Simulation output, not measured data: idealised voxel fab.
The following process module bears the name voxel tone inversion.
This is section cut - it's 230 nm across, gridded in 5 nm square cells.
Cross-section, as written here: a square-cell grid given band by band from the top down, where a band holds one or more rows of cells.
Basically the band line says how high the top is and how high the bottom is, in nm, and then what's in it from left to right, every material with its width in nm. Empty space shows up as "blank", and if a single material carries "throughout" it runs the full band edge to edge.
All heights in this document are referenced to 0, defined as the level beneath which the wafer, as received, consists entirely of one material. The lowest band is not bounded below; it extends indefinitely downward and is written in the form "0 nm and below".
The expression "30->40" gives the width at the extremes of the band, the first number at its top row of cells and the second at its bottom row, with the width changing by equal amounts from each row to the next in between.
For the purposes of this document, the phrase "remains unaltered" attached to a step denotes that no cell within the cross-section was modified by that step.
Closed-off voids of 8+ cells (no open route to the top) go in "Internal closed voids", written width x height at distance from the left edge, in nm.
Past the settings on a step's line: simulator remark, on that step.
Among the settings permitted on a step's line is "overlay nm"; applied to a step with a mask, it specifies the extent to which the mask lay to the right of its planned position, whereas a negative figure signifies a position to the left.
# So here's the lineup of process steps we planned
1,RECEIVE, material Si
2,CONFORMAL_DEP, material SiN, thk nm 5
3,DIRECTIONAL_DEP, material aC, thk nm 20
4,PATTERN, tone cover, mask id POSTS, material resist, width nm 25, pitch nm 45, thk nm 30, overlay nm 0
5,DIRECTIONAL_ETCH, etch materials aC, depth nm 20
6,STRIP, etch materials resist
7,FILL_DEP, material SiO2, thk nm 5
8,CMP, height nm 25
9,STRIP, etch materials aC
# Wafer at receipt (post step 1), cross-section
- 0 nm and below | Si throughout
- Internal closed voids: none
# Cross-section: first of two wafers, module finished, run according to plan
- 25 nm to 5 nm | SiO2 80 | blank 25 | SiO2 20 | blank 25 | SiO2 80
- 5 nm to 0 nm | SiN throughout
- 0 nm and below | Si throughout
- Internal closed voids: none
# Cross-section, second wafer: same start as the first, same plan as the first, one mistake in running it; taken at the end of the module
- 25 nm to 5 nm | SiO2 85 | blank 25 | SiO2 20 | blank 25 | SiO2 75
- 5 nm to 0 nm | SiN throughout
- 0 nm and below | Si throughout
- Internal closed voids: none
In executing the process, a mistake was made relative to the plan: so step 4 ended up running with a different setting than we planned, it ran as PATTERN, tone cover, mask id POSTS, material resist, width nm 25, pitch nm 45, thk nm 30, overlay nm 5
In the final comparison it is observed that the number of cells assigned to each material is identical for the two wafers, whereas their placement is not.
